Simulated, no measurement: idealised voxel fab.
process module | voxel wiring stack
cross-section cut | 160 nm wide | cells 5 nm
A cross-section is a grid of square cells, given in bands from the top down. A band is one or more rows of cells.
Each band's line starts with the height of the band's top and of its bottom, in nm. Then come its materials from left to right, each with its width in nm. One material with "throughout" fills the band from edge to edge. "air" is empty space.
Height 0 is the level under which the wafer as received is all one material. The lowest band goes on downwards, as in "0 down".
A width such as "30 to 40" changes by the same amount from each row of cells to the next, from the band's top row to its bottom row.
"no change" after a step means that no cell of the cross-section changed.
closed voids: empty space of 8 cells or more with no open way to the top, each as width x height at its distance from the left edge, in nm
after a step's settings: what the simulator itself notes on the step
overlay nm, on a step with a mask: how far to the right of its planned place the mask lay; to the left if negative
plan
1 op RECEIVE | material Si
2 op CONFORMAL_DEP | material SiO2 | thk nm 10
3 op DIRECTIONAL_DEP | material TiN | thk nm 5
4 op DIRECTIONAL_DEP | material Ru | thk nm 25
5 op MASKED_ETCH | tone cover | mask id METAL_1 | width nm 25 | pitch nm 50 | etch materials Ru | depth nm 25 | overlay nm 0
6 op MASKED_ETCH | tone cover | mask id METAL_1 | width nm 25 | pitch nm 50 | etch materials TiN | depth nm 5 | overlay nm 0
7 op CONFORMAL_DEP | material SiN | thk nm 5
8 op FILL_DEP | material lowk | thk nm 5
9 op CMP | height nm 40
10 op CONFORMAL_DEP | material SiCN | thk nm 5
11 op DIRECTIONAL_DEP | material SiO2 | thk nm 35
12 op DIRECTIONAL_DEP | material aC | thk nm 10
13 op PATTERN | tone open | mask id METAL_2_HOLES | material resist | width nm 15 | pitch nm 100 | thk nm 30 | overlay nm 0
14 op DIRECTIONAL_ETCH | etch materials aC | depth nm 10
15 op STRIP | etch materials resist
16 op DIRECTIONAL_ETCH | etch materials SiO2 | depth nm 35
17 op STRIP | etch materials aC
18 op PATTERN | tone open | mask id METAL_2 | material resist | width nm 25 | pitch nm 50 | thk nm 15 | overlay nm 0
19 op DIRECTIONAL_ETCH | etch materials SiO2 | depth nm 20
20 op DIRECTIONAL_ETCH | etch materials SiCN | depth nm 5
21 op STRIP | etch materials resist
22 op CONFORMAL_DEP | material TiN | thk nm 5
23 op FILL_DEP | material Cu | thk nm 10
24 op CMP | height nm 80
25 op CONFORMAL_DEP | material SiCN | thk nm 5
26 op DIRECTIONAL_DEP | material SiO2 | thk nm 30
27 op MASKED_ETCH | tone open | mask id METAL_3 | width nm 25 | pitch nm 50 | etch materials SiO2 | depth nm 15 | overlay nm 0
28 op DIRECTIONAL_DEP | material aC | thk nm 10
29 op PATTERN | tone open | mask id METAL_3_HOLES | material resist | width nm 15 | pitch nm 100 | thk nm 30 | overlay nm 0
30 op DIRECTIONAL_ETCH | etch materials aC | depth nm 10
31 op STRIP | etch materials resist
32 op DIRECTIONAL_ETCH | etch materials SiO2 | depth nm 15
33 op DIRECTIONAL_ETCH | etch materials SiCN | depth nm 5
34 op STRIP | etch materials aC
35 op CONFORMAL_DEP | material TiN | thk nm 5
36 op FILL_DEP | material Ru | thk nm 5
37 op CMP | height nm 115
38 op CONFORMAL_DEP | material SiCN | thk nm 5
39 op DIRECTIONAL_DEP | material lowk | thk nm 25
40 op DIRECTIONAL_DEP | material aC | thk nm 15
41 op PATTERN | tone open | mask id METAL_4_HOLES | material resist | width nm 15 | pitch nm 100 | thk nm 30 | overlay nm 0
42 op DIRECTIONAL_ETCH | etch materials aC | depth nm 15
43 op STRIP | etch materials resist
44 op DIRECTIONAL_ETCH | etch materials lowk | depth nm 25
45 op STRIP | etch materials aC
46 op DIRECTIONAL_DEP | material aC | thk nm 15
47 op PATTERN | tone open | mask id METAL_4 | material resist | width nm 25 | pitch nm 50 | thk nm 30 | overlay nm 0
48 op DIRECTIONAL_ETCH | etch materials aC | depth nm 15
49 op STRIP | etch materials resist
50 op DIRECTIONAL_ETCH | etch materials lowk | depth nm 15
51 op DIRECTIONAL_ETCH | etch materials SiCN | depth nm 5
52 op STRIP | etch materials aC
53 op CONFORMAL_DEP | material TiN | thk nm 5
54 op FILL_DEP | material Ru | thk nm 10
55 op CMP | height nm 145
56 op CONFORMAL_DEP | material SiN | thk nm 5
first wafer, as planned
as received, after step 1
  0 down: Si throughout
  closed voids: none
after step 2
  10 to 0: SiO2 throughout
  below 0: unchanged
after step 3
  15 to 10: TiN throughout
  below 10: unchanged
after step 4
  40 to 15: Ru throughout
  below 15: unchanged
after step 5
  40 to 15: air 15 | Ru 25 | air 25 | Ru 25 | air 25 | Ru 25 | air 20
  below 15: unchanged
after step 6
  40 to 15: air 15 | Ru 25 | air 25 | Ru 25 | air 25 | Ru 25 | air 20
  15 to 10: air 15 | TiN 25 | air 25 | TiN 25 | air 25 | TiN 25 | air 20
  below 10: unchanged
after step 7
  45 to 40: air 10 | SiN 35 | air 15 | SiN 35 | air 15 | SiN 35 | air 15
  40 to 15: air 10 | SiN 5 | Ru 25 | SiN 5 | air 15 | SiN 5 | Ru 25 | SiN 5 | air 15 | SiN 5 | Ru 25 | SiN 5 | air 15
  15 to 10: SiN 15 | TiN 25 | SiN 25 | TiN 25 | SiN 25 | TiN 25 | SiN 20
  below 10: unchanged
after step 8
  50 to 45: lowk throughout
  45 to 40: lowk 10 | SiN 35 | lowk 15 | SiN 35 | lowk 15 | SiN 35 | lowk 15
  40 to 15: lowk 10 | SiN 5 | Ru 25 | SiN 5 | lowk 15 | SiN 5 | Ru 25 | SiN 5 | lowk 15 | SiN 5 | Ru 25 | SiN 5 | lowk 15
  below 15: unchanged
after step 9
  40 to 15: lowk 10 | SiN 5 | Ru 25 | SiN 5 | lowk 15 | SiN 5 | Ru 25 | SiN 5 | lowk 15 | SiN 5 | Ru 25 | SiN 5 | lowk 15
  below 15: unchanged
after step 10
  45 to 40: SiCN throughout
  below 40: unchanged
after step 11
  80 to 45: SiO2 throughout
  below 45: unchanged
after step 12
  90 to 80: aC throughout
  below 80: unchanged
after step 13
  120 to 90: resist 15 | air 15 | resist 85 | air 15 | resist 30
  below 90: unchanged
after step 14
  110 to 90: resist 15 | air 15 | resist 85 | air 15 | resist 30
  90 to 80: aC 15 | air 15 | aC 85 | air 15 | aC 30
  below 80: unchanged
after step 15
  90 to 80: aC 15 | air 15 | aC 85 | air 15 | aC 30
  below 80: unchanged
after step 16
  90 to 80: aC 15 | air 15 | aC 85 | air 15 | aC 30
  80 to 45: SiO2 15 | air 15 | SiO2 85 | air 15 | SiO2 30
  below 45: unchanged
after step 17
  80 to 45: SiO2 15 | air 15 | SiO2 85 | air 15 | SiO2 30
  below 45: unchanged
after step 18
  95 to 80: resist 15 | air 25 | resist 25 | air 25 | resist 25 | air 25 | resist 20
  below 80: unchanged
after step 19
  95 to 80: resist 15 | air 25 | resist 25 | air 25 | resist 25 | air 25 | resist 20
  80 to 60: SiO2 15 | air 25 | SiO2 25 | air 25 | SiO2 25 | air 25 | SiO2 20
  below 60: unchanged
after step 20
  95 to 80: resist 15 | air 25 | resist 25 | air 25 | resist 25 | air 25 | resist 20
  80 to 60: SiO2 15 | air 25 | SiO2 25 | air 25 | SiO2 25 | air 25 | SiO2 20
  60 to 45: SiO2 15 | air 15 | SiO2 85 | air 15 | SiO2 30
  45 to 40: SiCN 15 | air 15 | SiCN 85 | air 15 | SiCN 30
  below 40: unchanged
after step 21
  80 to 60: SiO2 15 | air 25 | SiO2 25 | air 25 | SiO2 25 | air 25 | SiO2 20
  below 60: unchanged
after step 22
  85 to 80: TiN 20 | air 15 | TiN 35 | air 15 | TiN 35 | air 15 | TiN 25
  80 to 65: SiO2 15 | TiN 5 | air 15 | TiN 5 | SiO2 25 | TiN 5 | air 15 | TiN 5 | SiO2 25 | TiN 5 | air 15 | TiN 5 | SiO2 20
  65 to 60: SiO2 15 | TiN 5 | air 5 | TiN 15 | SiO2 25 | TiN 25 | SiO2 25 | TiN 5 | air 5 | TiN 15 | SiO2 20
  60 to 45: SiO2 15 | TiN 5 | air 5 | TiN 5 | SiO2 85 | TiN 5 | air 5 | TiN 5 | SiO2 30
  45 to 40: SiCN 15 | TiN 15 | SiCN 85 | TiN 15 | SiCN 30
  below 40: unchanged
after step 23
  95 to 85: Cu throughout
  85 to 80: TiN 20 | Cu 15 | TiN 35 | Cu 15 | TiN 35 | Cu 15 | TiN 25
  80 to 65: SiO2 15 | TiN 5 | Cu 15 | TiN 5 | SiO2 25 | TiN 5 | Cu 15 | TiN 5 | SiO2 25 | TiN 5 | Cu 15 | TiN 5 | SiO2 20
  65 to 60: SiO2 15 | TiN 5 | Cu 5 | TiN 15 | SiO2 25 | TiN 25 | SiO2 25 | TiN 5 | Cu 5 | TiN 15 | SiO2 20
  60 to 45: SiO2 15 | TiN 5 | Cu 5 | TiN 5 | SiO2 85 | TiN 5 | Cu 5 | TiN 5 | SiO2 30
  below 45: unchanged
after step 24
  80 to 65: SiO2 15 | TiN 5 | Cu 15 | TiN 5 | SiO2 25 | TiN 5 | Cu 15 | TiN 5 | SiO2 25 | TiN 5 | Cu 15 | TiN 5 | SiO2 20
  below 65: unchanged
after step 25
  85 to 80: SiCN throughout
  below 80: unchanged
after step 26
  115 to 85: SiO2 throughout
  below 85: unchanged
after step 27
  115 to 100: SiO2 15 | air 25 | SiO2 25 | air 25 | SiO2 25 | air 25 | SiO2 20
  below 100: unchanged
after step 28
  125 to 115: aC 15 | air 25 | aC 25 | air 25 | aC 25 | air 25 | aC 20
  115 to 110: SiO2 15 | air 25 | SiO2 25 | air 25 | SiO2 25 | air 25 | SiO2 20
  110 to 100: SiO2 15 | aC 25 | SiO2 25 | aC 25 | SiO2 25 | aC 25 | SiO2 20
  below 100: unchanged
after step 29
  155 to 125: resist 15 | air 15 | resist 85 | air 15 | resist 30
  125 to 115: aC 15 | air 15 | resist 10 | aC 25 | resist 25 | aC 25 | air 15 | resist 10 | aC 20
  115 to 110: SiO2 15 | air 15 | resist 10 | SiO2 25 | resist 25 | SiO2 25 | air 15 | resist 10 | SiO2 20
  below 110: unchanged
after step 30
  145 to 125: resist 15 | air 15 | resist 85 | air 15 | resist 30
  125 to 115: aC 15 | air 15 | resist 10 | aC 25 | resist 25 | aC 25 | air 15 | resist 10 | aC 20
  115 to 110: SiO2 15 | air 15 | resist 10 | SiO2 25 | resist 25 | SiO2 25 | air 15 | resist 10 | SiO2 20
  110 to 100: SiO2 15 | air 15 | aC 10 | SiO2 25 | aC 25 | SiO2 25 | air 15 | aC 10 | SiO2 20
  below 100: unchanged
after step 31
  125 to 115: aC 15 | air 25 | aC 25 | air 25 | aC 25 | air 25 | aC 20
  115 to 110: SiO2 15 | air 25 | SiO2 25 | air 25 | SiO2 25 | air 25 | SiO2 20
  below 110: unchanged
after step 32
  125 to 115: aC 15 | air 25 | aC 25 | air 25 | aC 25 | air 25 | aC 20
  115 to 110: SiO2 15 | air 25 | SiO2 25 | air 25 | SiO2 25 | air 25 | SiO2 20
  110 to 100: SiO2 15 | air 15 | aC 10 | SiO2 25 | aC 25 | SiO2 25 | air 15 | aC 10 | SiO2 20
  100 to 85: SiO2 15 | air 15 | SiO2 85 | air 15 | SiO2 30
  below 85: unchanged
after step 33
  125 to 115: aC 15 | air 25 | aC 25 | air 25 | aC 25 | air 25 | aC 20
  115 to 110: SiO2 15 | air 25 | SiO2 25 | air 25 | SiO2 25 | air 25 | SiO2 20
  110 to 100: SiO2 15 | air 15 | aC 10 | SiO2 25 | aC 25 | SiO2 25 | air 15 | aC 10 | SiO2 20
  100 to 85: SiO2 15 | air 15 | SiO2 85 | air 15 | SiO2 30
  85 to 80: SiCN 15 | air 15 | SiCN 85 | air 15 | SiCN 30
  below 80: unchanged
after step 34
  115 to 100: SiO2 15 | air 25 | SiO2 25 | air 25 | SiO2 25 | air 25 | SiO2 20
  below 100: unchanged
after step 35
  120 to 115: TiN 20 | air 15 | TiN 35 | air 15 | TiN 35 | air 15 | TiN 25
  115 to 105: SiO2 15 | TiN 5 | air 15 | TiN 5 | SiO2 25 | TiN 5 | air 15 | TiN 5 | SiO2 25 | TiN 5 | air 15 | TiN 5 | SiO2 20
  105 to 100: SiO2 15 | TiN 5 | air 5 | TiN 15 | SiO2 25 | TiN 25 | SiO2 25 | TiN 5 | air 5 | TiN 15 | SiO2 20
  100 to 85: SiO2 15 | TiN 5 | air 5 | TiN 5 | SiO2 85 | TiN 5 | air 5 | TiN 5 | SiO2 30
  85 to 80: SiCN 15 | TiN 15 | SiCN 85 | TiN 15 | SiCN 30
  below 80: unchanged
after step 36
  125 to 120: Ru throughout
  120 to 115: TiN 20 | Ru 15 | TiN 35 | Ru 15 | TiN 35 | Ru 15 | TiN 25
  115 to 105: SiO2 15 | TiN 5 | Ru 15 | TiN 5 | SiO2 25 | TiN 5 | Ru 15 | TiN 5 | SiO2 25 | TiN 5 | Ru 15 | TiN 5 | SiO2 20
  105 to 100: SiO2 15 | TiN 5 | Ru 5 | TiN 15 | SiO2 25 | TiN 25 | SiO2 25 | TiN 5 | Ru 5 | TiN 15 | SiO2 20
  100 to 85: SiO2 15 | TiN 5 | Ru 5 | TiN 5 | SiO2 85 | TiN 5 | Ru 5 | TiN 5 | SiO2 30
  below 85: unchanged
after step 37
  115 to 105: SiO2 15 | TiN 5 | Ru 15 | TiN 5 | SiO2 25 | TiN 5 | Ru 15 | TiN 5 | SiO2 25 | TiN 5 | Ru 15 | TiN 5 | SiO2 20
  below 105: unchanged
after step 38
  120 to 115: SiCN throughout
  below 115: unchanged
after step 39
  145 to 120: lowk throughout
  below 120: unchanged
after step 40
  160 to 145: aC throughout
  below 145: unchanged
after step 41
  190 to 160: resist 15 | air 15 | resist 85 | air 15 | resist 30
  below 160: unchanged
after step 42
  175 to 160: resist 15 | air 15 | resist 85 | air 15 | resist 30
  160 to 145: aC 15 | air 15 | aC 85 | air 15 | aC 30
  below 145: unchanged
after step 43
  160 to 145: aC 15 | air 15 | aC 85 | air 15 | aC 30
  below 145: unchanged
after step 44
  160 to 145: aC 15 | air 15 | aC 85 | air 15 | aC 30
  145 to 120: lowk 15 | air 15 | lowk 85 | air 15 | lowk 30
  below 120: unchanged
after step 45
  145 to 120: lowk 15 | air 15 | lowk 85 | air 15 | lowk 30
  below 120: unchanged
after step 46
  160 to 145: aC 15 | air 15 | aC 85 | air 15 | aC 30
  145 to 135: lowk 15 | air 15 | lowk 85 | air 15 | lowk 30
  135 to 120: lowk 15 | aC 15 | lowk 85 | aC 15 | lowk 30
  below 120: unchanged
after step 47
  190 to 160: resist 15 | air 25 | resist 25 | air 25 | resist 25 | air 25 | resist 20
  below 160: unchanged
after step 48
  175 to 160: resist 15 | air 25 | resist 25 | air 25 | resist 25 | air 25 | resist 20
  160 to 145: aC 15 | air 25 | aC 25 | air 25 | aC 25 | air 25 | aC 20
  145 to 120: lowk 15 | air 15 | lowk 85 | air 15 | lowk 30
  below 120: unchanged
after step 49
  160 to 145: aC 15 | air 25 | aC 25 | air 25 | aC 25 | air 25 | aC 20
  below 145: unchanged
after step 50
  160 to 145: aC 15 | air 25 | aC 25 | air 25 | aC 25 | air 25 | aC 20
  145 to 130: lowk 15 | air 25 | lowk 25 | air 25 | lowk 25 | air 25 | lowk 20
  below 130: unchanged
after step 51
  160 to 145: aC 15 | air 25 | aC 25 | air 25 | aC 25 | air 25 | aC 20
  145 to 130: lowk 15 | air 25 | lowk 25 | air 25 | lowk 25 | air 25 | lowk 20
  130 to 120: lowk 15 | air 15 | lowk 85 | air 15 | lowk 30
  120 to 115: SiCN 15 | air 15 | SiCN 85 | air 15 | SiCN 30
  below 115: unchanged
after step 52
  145 to 130: lowk 15 | air 25 | lowk 25 | air 25 | lowk 25 | air 25 | lowk 20
  below 130: unchanged
after step 53
  150 to 145: TiN 20 | air 15 | TiN 35 | air 15 | TiN 35 | air 15 | TiN 25
  145 to 135: lowk 15 | TiN 5 | air 15 | TiN 5 | lowk 25 | TiN 5 | air 15 | TiN 5 | lowk 25 | TiN 5 | air 15 | TiN 5 | lowk 20
  135 to 130: lowk 15 | TiN 5 | air 5 | TiN 15 | lowk 25 | TiN 25 | lowk 25 | TiN 5 | air 5 | TiN 15 | lowk 20
  130 to 120: lowk 15 | TiN 5 | air 5 | TiN 5 | lowk 85 | TiN 5 | air 5 | TiN 5 | lowk 30
  120 to 115: SiCN 15 | TiN 15 | SiCN 85 | TiN 15 | SiCN 30
  below 115: unchanged
after step 54
  160 to 150: Ru throughout
  150 to 145: TiN 20 | Ru 15 | TiN 35 | Ru 15 | TiN 35 | Ru 15 | TiN 25
  145 to 135: lowk 15 | TiN 5 | Ru 15 | TiN 5 | lowk 25 | TiN 5 | Ru 15 | TiN 5 | lowk 25 | TiN 5 | Ru 15 | TiN 5 | lowk 20
  135 to 130: lowk 15 | TiN 5 | Ru 5 | TiN 15 | lowk 25 | TiN 25 | lowk 25 | TiN 5 | Ru 5 | TiN 15 | lowk 20
  130 to 120: lowk 15 | TiN 5 | Ru 5 | TiN 5 | lowk 85 | TiN 5 | Ru 5 | TiN 5 | lowk 30
  below 120: unchanged
after step 55
  145 to 135: lowk 15 | TiN 5 | Ru 15 | TiN 5 | lowk 25 | TiN 5 | Ru 15 | TiN 5 | lowk 25 | TiN 5 | Ru 15 | TiN 5 | lowk 20
  below 135: unchanged
after step 56
  150 to 145: SiN throughout
  below 145: unchanged
second wafer: like start, like plan, one mistake. Through step 18 it matches the first wafer
when step 19 should have ended
  95 to 80: resist 15 | air 25 | resist 25 | air 25 | resist 25 | air 25 | resist 20
  80 to 55: SiO2 15 | air 25 | SiO2 25 | air 25 | SiO2 25 | air 25 | SiO2 20
  below 55: unchanged
when step 20 should have ended
  95 to 80: resist 15 | air 25 | resist 25 | air 25 | resist 25 | air 25 | resist 20
  80 to 55: SiO2 15 | air 25 | SiO2 25 | air 25 | SiO2 25 | air 25 | SiO2 20
  55 to 45: SiO2 15 | air 15 | SiO2 85 | air 15 | SiO2 30
  45 to 40: SiCN 15 | air 15 | SiCN 85 | air 15 | SiCN 30
  below 40: unchanged
when step 21 should have ended
  80 to 55: SiO2 15 | air 25 | SiO2 25 | air 25 | SiO2 25 | air 25 | SiO2 20
  below 55: unchanged
when step 22 should have ended
  85 to 80: TiN 20 | air 15 | TiN 35 | air 15 | TiN 35 | air 15 | TiN 25
  80 to 60: SiO2 15 | TiN 5 | air 15 | TiN 5 | SiO2 25 | TiN 5 | air 15 | TiN 5 | SiO2 25 | TiN 5 | air 15 | TiN 5 | SiO2 20
  60 to 55: SiO2 15 | TiN 5 | air 5 | TiN 15 | SiO2 25 | TiN 25 | SiO2 25 | TiN 5 | air 5 | TiN 15 | SiO2 20
  55 to 45: SiO2 15 | TiN 5 | air 5 | TiN 5 | SiO2 85 | TiN 5 | air 5 | TiN 5 | SiO2 30
  45 to 40: SiCN 15 | TiN 15 | SiCN 85 | TiN 15 | SiCN 30
  below 40: unchanged
when step 23 should have ended
  95 to 85: Cu throughout
  85 to 80: TiN 20 | Cu 15 | TiN 35 | Cu 15 | TiN 35 | Cu 15 | TiN 25
  80 to 60: SiO2 15 | TiN 5 | Cu 15 | TiN 5 | SiO2 25 | TiN 5 | Cu 15 | TiN 5 | SiO2 25 | TiN 5 | Cu 15 | TiN 5 | SiO2 20
  60 to 55: SiO2 15 | TiN 5 | Cu 5 | TiN 15 | SiO2 25 | TiN 25 | SiO2 25 | TiN 5 | Cu 5 | TiN 15 | SiO2 20
  55 to 45: SiO2 15 | TiN 5 | Cu 5 | TiN 5 | SiO2 85 | TiN 5 | Cu 5 | TiN 5 | SiO2 30
  below 45: unchanged
when step 24 should have ended
  80 to 60: SiO2 15 | TiN 5 | Cu 15 | TiN 5 | SiO2 25 | TiN 5 | Cu 15 | TiN 5 | SiO2 25 | TiN 5 | Cu 15 | TiN 5 | SiO2 20
  below 60: unchanged
when step 25 should have ended
  85 to 80: SiCN throughout
  below 80: unchanged
when step 26 should have ended
  115 to 85: SiO2 throughout
  below 85: unchanged
when step 27 should have ended
  115 to 100: SiO2 15 | air 25 | SiO2 25 | air 25 | SiO2 25 | air 25 | SiO2 20
  below 100: unchanged
when step 28 should have ended
  125 to 115: aC 15 | air 25 | aC 25 | air 25 | aC 25 | air 25 | aC 20
  115 to 110: SiO2 15 | air 25 | SiO2 25 | air 25 | SiO2 25 | air 25 | SiO2 20
  110 to 100: SiO2 15 | aC 25 | SiO2 25 | aC 25 | SiO2 25 | aC 25 | SiO2 20
  below 100: unchanged
when step 29 should have ended
  155 to 125: resist 15 | air 15 | resist 85 | air 15 | resist 30
  125 to 115: aC 15 | air 15 | resist 10 | aC 25 | resist 25 | aC 25 | air 15 | resist 10 | aC 20
  115 to 110: SiO2 15 | air 15 | resist 10 | SiO2 25 | resist 25 | SiO2 25 | air 15 | resist 10 | SiO2 20
  below 110: unchanged
when step 30 should have ended
  145 to 125: resist 15 | air 15 | resist 85 | air 15 | resist 30
  125 to 115: aC 15 | air 15 | resist 10 | aC 25 | resist 25 | aC 25 | air 15 | resist 10 | aC 20
  115 to 110: SiO2 15 | air 15 | resist 10 | SiO2 25 | resist 25 | SiO2 25 | air 15 | resist 10 | SiO2 20
  110 to 100: SiO2 15 | air 15 | aC 10 | SiO2 25 | aC 25 | SiO2 25 | air 15 | aC 10 | SiO2 20
  below 100: unchanged
when step 31 should have ended
  125 to 115: aC 15 | air 25 | aC 25 | air 25 | aC 25 | air 25 | aC 20
  115 to 110: SiO2 15 | air 25 | SiO2 25 | air 25 | SiO2 25 | air 25 | SiO2 20
  below 110: unchanged
when step 32 should have ended
  125 to 115: aC 15 | air 25 | aC 25 | air 25 | aC 25 | air 25 | aC 20
  115 to 110: SiO2 15 | air 25 | SiO2 25 | air 25 | SiO2 25 | air 25 | SiO2 20
  110 to 100: SiO2 15 | air 15 | aC 10 | SiO2 25 | aC 25 | SiO2 25 | air 15 | aC 10 | SiO2 20
  100 to 85: SiO2 15 | air 15 | SiO2 85 | air 15 | SiO2 30
  below 85: unchanged
when step 33 should have ended
  125 to 115: aC 15 | air 25 | aC 25 | air 25 | aC 25 | air 25 | aC 20
  115 to 110: SiO2 15 | air 25 | SiO2 25 | air 25 | SiO2 25 | air 25 | SiO2 20
  110 to 100: SiO2 15 | air 15 | aC 10 | SiO2 25 | aC 25 | SiO2 25 | air 15 | aC 10 | SiO2 20
  100 to 85: SiO2 15 | air 15 | SiO2 85 | air 15 | SiO2 30
  85 to 80: SiCN 15 | air 15 | SiCN 85 | air 15 | SiCN 30
  below 80: unchanged
when step 34 should have ended
  115 to 100: SiO2 15 | air 25 | SiO2 25 | air 25 | SiO2 25 | air 25 | SiO2 20
  below 100: unchanged
when step 35 should have ended
  120 to 115: TiN 20 | air 15 | TiN 35 | air 15 | TiN 35 | air 15 | TiN 25
  115 to 105: SiO2 15 | TiN 5 | air 15 | TiN 5 | SiO2 25 | TiN 5 | air 15 | TiN 5 | SiO2 25 | TiN 5 | air 15 | TiN 5 | SiO2 20
  105 to 100: SiO2 15 | TiN 5 | air 5 | TiN 15 | SiO2 25 | TiN 25 | SiO2 25 | TiN 5 | air 5 | TiN 15 | SiO2 20
  100 to 85: SiO2 15 | TiN 5 | air 5 | TiN 5 | SiO2 85 | TiN 5 | air 5 | TiN 5 | SiO2 30
  85 to 80: SiCN 15 | TiN 15 | SiCN 85 | TiN 15 | SiCN 30
  below 80: unchanged
when step 36 should have ended
  125 to 120: Ru throughout
  120 to 115: TiN 20 | Ru 15 | TiN 35 | Ru 15 | TiN 35 | Ru 15 | TiN 25
  115 to 105: SiO2 15 | TiN 5 | Ru 15 | TiN 5 | SiO2 25 | TiN 5 | Ru 15 | TiN 5 | SiO2 25 | TiN 5 | Ru 15 | TiN 5 | SiO2 20
  105 to 100: SiO2 15 | TiN 5 | Ru 5 | TiN 15 | SiO2 25 | TiN 25 | SiO2 25 | TiN 5 | Ru 5 | TiN 15 | SiO2 20
  100 to 85: SiO2 15 | TiN 5 | Ru 5 | TiN 5 | SiO2 85 | TiN 5 | Ru 5 | TiN 5 | SiO2 30
  below 85: unchanged
when step 37 should have ended
  115 to 105: SiO2 15 | TiN 5 | Ru 15 | TiN 5 | SiO2 25 | TiN 5 | Ru 15 | TiN 5 | SiO2 25 | TiN 5 | Ru 15 | TiN 5 | SiO2 20
  below 105: unchanged
when step 38 should have ended
  120 to 115: SiCN throughout
  below 115: unchanged
when step 39 should have ended
  145 to 120: lowk throughout
  below 120: unchanged
when step 40 should have ended
  160 to 145: aC throughout
  below 145: unchanged
when step 41 should have ended
  190 to 160: resist 15 | air 15 | resist 85 | air 15 | resist 30
  below 160: unchanged
when step 42 should have ended
  175 to 160: resist 15 | air 15 | resist 85 | air 15 | resist 30
  160 to 145: aC 15 | air 15 | aC 85 | air 15 | aC 30
  below 145: unchanged
when step 43 should have ended
  160 to 145: aC 15 | air 15 | aC 85 | air 15 | aC 30
  below 145: unchanged
when step 44 should have ended
  160 to 145: aC 15 | air 15 | aC 85 | air 15 | aC 30
  145 to 120: lowk 15 | air 15 | lowk 85 | air 15 | lowk 30
  below 120: unchanged
when step 45 should have ended
  145 to 120: lowk 15 | air 15 | lowk 85 | air 15 | lowk 30
  below 120: unchanged
when step 46 should have ended
  160 to 145: aC 15 | air 15 | aC 85 | air 15 | aC 30
  145 to 135: lowk 15 | air 15 | lowk 85 | air 15 | lowk 30
  135 to 120: lowk 15 | aC 15 | lowk 85 | aC 15 | lowk 30
  below 120: unchanged
when step 47 should have ended
  190 to 160: resist 15 | air 25 | resist 25 | air 25 | resist 25 | air 25 | resist 20
  below 160: unchanged
when step 48 should have ended
  175 to 160: resist 15 | air 25 | resist 25 | air 25 | resist 25 | air 25 | resist 20
  160 to 145: aC 15 | air 25 | aC 25 | air 25 | aC 25 | air 25 | aC 20
  145 to 120: lowk 15 | air 15 | lowk 85 | air 15 | lowk 30
  below 120: unchanged
when step 49 should have ended
  160 to 145: aC 15 | air 25 | aC 25 | air 25 | aC 25 | air 25 | aC 20
  below 145: unchanged
when step 50 should have ended
  160 to 145: aC 15 | air 25 | aC 25 | air 25 | aC 25 | air 25 | aC 20
  145 to 130: lowk 15 | air 25 | lowk 25 | air 25 | lowk 25 | air 25 | lowk 20
  below 130: unchanged
when step 51 should have ended
  160 to 145: aC 15 | air 25 | aC 25 | air 25 | aC 25 | air 25 | aC 20
  145 to 130: lowk 15 | air 25 | lowk 25 | air 25 | lowk 25 | air 25 | lowk 20
  130 to 120: lowk 15 | air 15 | lowk 85 | air 15 | lowk 30
  120 to 115: SiCN 15 | air 15 | SiCN 85 | air 15 | SiCN 30
  below 115: unchanged
when step 52 should have ended
  145 to 130: lowk 15 | air 25 | lowk 25 | air 25 | lowk 25 | air 25 | lowk 20
  below 130: unchanged
when step 53 should have ended
  150 to 145: TiN 20 | air 15 | TiN 35 | air 15 | TiN 35 | air 15 | TiN 25
  145 to 135: lowk 15 | TiN 5 | air 15 | TiN 5 | lowk 25 | TiN 5 | air 15 | TiN 5 | lowk 25 | TiN 5 | air 15 | TiN 5 | lowk 20
  135 to 130: lowk 15 | TiN 5 | air 5 | TiN 15 | lowk 25 | TiN 25 | lowk 25 | TiN 5 | air 5 | TiN 15 | lowk 20
  130 to 120: lowk 15 | TiN 5 | air 5 | TiN 5 | lowk 85 | TiN 5 | air 5 | TiN 5 | lowk 30
  120 to 115: SiCN 15 | TiN 15 | SiCN 85 | TiN 15 | SiCN 30
  below 115: unchanged
when step 54 should have ended
  160 to 150: Ru throughout
  150 to 145: TiN 20 | Ru 15 | TiN 35 | Ru 15 | TiN 35 | Ru 15 | TiN 25
  145 to 135: lowk 15 | TiN 5 | Ru 15 | TiN 5 | lowk 25 | TiN 5 | Ru 15 | TiN 5 | lowk 25 | TiN 5 | Ru 15 | TiN 5 | lowk 20
  135 to 130: lowk 15 | TiN 5 | Ru 5 | TiN 15 | lowk 25 | TiN 25 | lowk 25 | TiN 5 | Ru 5 | TiN 15 | lowk 20
  130 to 120: lowk 15 | TiN 5 | Ru 5 | TiN 5 | lowk 85 | TiN 5 | Ru 5 | TiN 5 | lowk 30
  below 120: unchanged
when step 55 should have ended
  145 to 135: lowk 15 | TiN 5 | Ru 15 | TiN 5 | lowk 25 | TiN 5 | Ru 15 | TiN 5 | lowk 25 | TiN 5 | Ru 15 | TiN 5 | lowk 20
  below 135: unchanged
when step 56 should have ended
  150 to 145: SiN throughout
  below 145: unchanged
what went wrong: step 19 ran as: op DIRECTIONAL_ETCH | etch materials SiO2 | depth nm 25
at the end the second wafer has, in cells: 7 more of Cu | 9 fewer of SiO2 | 2 more of TiN
